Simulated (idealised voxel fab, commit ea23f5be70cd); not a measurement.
You're looking at the process module voxel spacer lines.
Section cut is 300 nm wide and gridded with 5 nm square cells.
Cross-section = grid of square cells, listed top down in bands; band = one or more rows.
Within each band entry, the heights of the top and of the bottom of the band appear first, in that order and in nm; the materials of the band then follow from left to right, each with its corresponding width in nm. The designation "everywhere" on a single material indicates that it fills the band from edge to edge; the designation "empty" indicates empty space.
The level at which height equals 0 is the one under which the wafer, as it arrives, is entirely one material. No lower edge exists for the bottom band, which continues downward and is notated as in "0 and below".
Think of "30..40" as a width that walks from the first number to the second as you go down the band, top row to bottom row, taking equal-sized steps from row to row.
For the purposes of this document, the phrase "nothing got changed" attached to a step denotes that no cell within the cross-section was modified by that step.
"Listed closed voids" means: voids of 8 cells or more that are shut off from the top with no open way through. Written width x height at distance, distance from the left edge, in nm.
Whatever follows a step's settings on its line is a remark the simulator itself makes about that step.
The optional step-line setting "overlay nm" applies to steps with a mask and quantifies how far to the right of its planned location the mask lay, a negative value indicating leftward placement.
### Process steps - plan
1. RECEIVE: material Si
2. CONFORMAL_DEP: material Al2O3, thk nm 5
3. DIRECTIONAL_DEP: material polySi, thk nm 20
4. DIRECTIONAL_DEP: material aC, thk nm 20
5. PATTERN: tone cover, mask id MANDREL, material resist, width nm 25, pitch nm 80, thk nm 25, overlay nm 0
6. DIRECTIONAL_ETCH: etch materials aC, depth nm 20
7. STRIP: etch materials resist
8. CONFORMAL_DEP: material SiN, thk nm 15
9. DIRECTIONAL_ETCH: etch materials SiN, depth nm 15
10. STRIP: etch materials aC
11. DIRECTIONAL_ETCH: etch materials polySi, depth nm 20
12. STRIP: etch materials SiN
13. FILL_DEP: material SiO2, thk nm 5
14. CMP: height nm 25
### First wafer, two in total, run as planned
### Cross-section of the wafer upon arrival, representing the state reached after step 1
* 0 and below | Si everywhere
* Listed closed voids: none
### You're looking at a cross-section of the wafer after step 2
* 5 down to 0 | Al2O3 everywhere
* For the remainder of the cross-section, below 0, there is no change.
### You're looking at a cross-section of the wafer after step 3
* 25 down to 5 | polySi everywhere
* For the remainder of the cross-section, below 5, there is no change.
### You're looking at a cross-section of the wafer after step 4
* 45 down to 25 | aC everywhere
* For the remainder of the cross-section, below 25, there is no change.
### You're looking at a cross-section of the wafer after step 5
* 70 down to 45 | empty 95  resist 25  empty 55  resist 25  empty 100
* For the remainder of the cross-section, below 45, there is no change.
### You're looking at a cross-section of the wafer after step 6
* 50 down to 45 | empty 95  resist 25  empty 55  resist 25  empty 100
* 45 down to 25 | empty 95  aC 25  empty 55  aC 25  empty 100
* For the remainder of the cross-section, below 25, there is no change.
### You're looking at a cross-section of the wafer after step 7
* 45 down to 25 | empty 95  aC 25  empty 55  aC 25  empty 100
* For the remainder of the cross-section, below 25, there is no change.
### You're looking at a cross-section of the wafer after step 8
* 60 down to 45 | empty 80  SiN 55  empty 25  SiN 55  empty 85
* 45 down to 40 | empty 80  SiN 15  aC 25  SiN 15  empty 25  SiN 15  aC 25  SiN 15  empty 85
* 40 down to 25 | SiN 95  aC 25  SiN 55  aC 25  SiN 100
* For the remainder of the cross-section, below 25, there is no change.
### You're looking at a cross-section of the wafer after step 9
* 45 down to 25 | empty 80  SiN 15  aC 25  SiN 15  empty 25  SiN 15  aC 25  SiN 15  empty 85
* For the remainder of the cross-section, below 25, there is no change.
### You're looking at a cross-section of the wafer after step 10
* 45 down to 25 | empty 80  SiN 15  empty 25  SiN 15  empty 25  SiN 15  empty 25  SiN 15  empty 85
* For the remainder of the cross-section, below 25, there is no change.
### You're looking at a cross-section of the wafer after step 11
* 45 down to 25 | empty 80  SiN 15  empty 25  SiN 15  empty 25  SiN 15  empty 25  SiN 15  empty 85
* 25 down to 5 | empty 80  polySi 15  empty 25  polySi 15  empty 25  polySi 15  empty 25  polySi 15  empty 85
* For the remainder of the cross-section, below 5, there is no change.
### You're looking at a cross-section of the wafer after step 12
* 25 down to 5 | empty 80  polySi 15  empty 25  polySi 15  empty 25  polySi 15  empty 25  polySi 15  empty 85
* For the remainder of the cross-section, below 5, there is no change.
### You're looking at a cross-section of the wafer after step 13
* 30 down to 25 | SiO2 everywhere
* 25 down to 5 | SiO2 80  polySi 15  SiO2 25  polySi 15  SiO2 25  polySi 15  SiO2 25  polySi 15  SiO2 85
* For the remainder of the cross-section, below 5, there is no change.
### You're looking at a cross-section of the wafer after step 14
* 25 down to 5 | SiO2 80  polySi 15  SiO2 25  polySi 15  SiO2 25  polySi 15  SiO2 25  polySi 15  SiO2 85
* For the remainder of the cross-section, below 5, there is no change.
### Second of two: same start, same plan, one run error; steps up to and including 4 match the first
### Look at the second wafer in cross-section at the time step 5 ought to have finished
* 70 down to 45 | empty 100  resist 15  empty 65  resist 15  empty 105
* For the remainder of the cross-section, below 45, there is no change.
### Look at the second wafer in cross-section at the time step 6 ought to have finished
* 50 down to 45 | empty 100  resist 15  empty 65  resist 15  empty 105
* 45 down to 25 | empty 100  aC 15  empty 65  aC 15  empty 105
* For the remainder of the cross-section, below 25, there is no change.
### Look at the second wafer in cross-section at the time step 7 ought to have finished
* 45 down to 25 | empty 100  aC 15  empty 65  aC 15  empty 105
* For the remainder of the cross-section, below 25, there is no change.
### Look at the second wafer in cross-section at the time step 8 ought to have finished
* 60 down to 45 | empty 85  SiN 45  empty 35  SiN 45  empty 90
* 45 down to 40 | empty 85  SiN 15  aC 15  SiN 15  empty 35  SiN 15  aC 15  SiN 15  empty 90
* 40 down to 25 | SiN 100  aC 15  SiN 65  aC 15  SiN 105
* For the remainder of the cross-section, below 25, there is no change.
### Look at the second wafer in cross-section at the time step 9 ought to have finished
* 45 down to 25 | empty 85  SiN 15  aC 15  SiN 15  empty 35  SiN 15  aC 15  SiN 15  empty 90
* For the remainder of the cross-section, below 25, there is no change.
### Look at the second wafer in cross-section at the time step 10 ought to have finished
* 45 down to 25 | empty 85  SiN 15  empty 15  SiN 15  empty 35  SiN 15  empty 15  SiN 15  empty 90
* For the remainder of the cross-section, below 25, there is no change.
### Look at the second wafer in cross-section at the time step 11 ought to have finished
* 45 down to 25 | empty 85  SiN 15  empty 15  SiN 15  empty 35  SiN 15  empty 15  SiN 15  empty 90
* 25 down to 5 | empty 85  polySi 15  empty 15  polySi 15  empty 35  polySi 15  empty 15  polySi 15  empty 90
* For the remainder of the cross-section, below 5, there is no change.
### Look at the second wafer in cross-section at the time step 12 ought to have finished
* 25 down to 5 | empty 85  polySi 15  empty 15  polySi 15  empty 35  polySi 15  empty 15  polySi 15  empty 90
* For the remainder of the cross-section, below 5, there is no change.
### Look at the second wafer in cross-section at the time step 13 ought to have finished
* 30 down to 25 | SiO2 everywhere
* 25 down to 5 | SiO2 85  polySi 15  SiO2 15  polySi 15  SiO2 35  polySi 15  SiO2 15  polySi 15  SiO2 90
* For the remainder of the cross-section, below 5, there is no change.
### Look at the second wafer in cross-section at the time step 14 ought to have finished
* 25 down to 5 | SiO2 85  polySi 15  SiO2 15  polySi 15  SiO2 35  polySi 15  SiO2 15  polySi 15  SiO2 90
* For the remainder of the cross-section, below 5, there is no change.
Error vs. plan: rather than as planned, step 5 actually ran as PATTERN: tone cover, mask id MANDREL, material resist, width nm 15, pitch nm 80, thk nm 25, overlay nm 0
Heads up: at the end the two wafers have identical cell counts per material, they're just laid out differently.
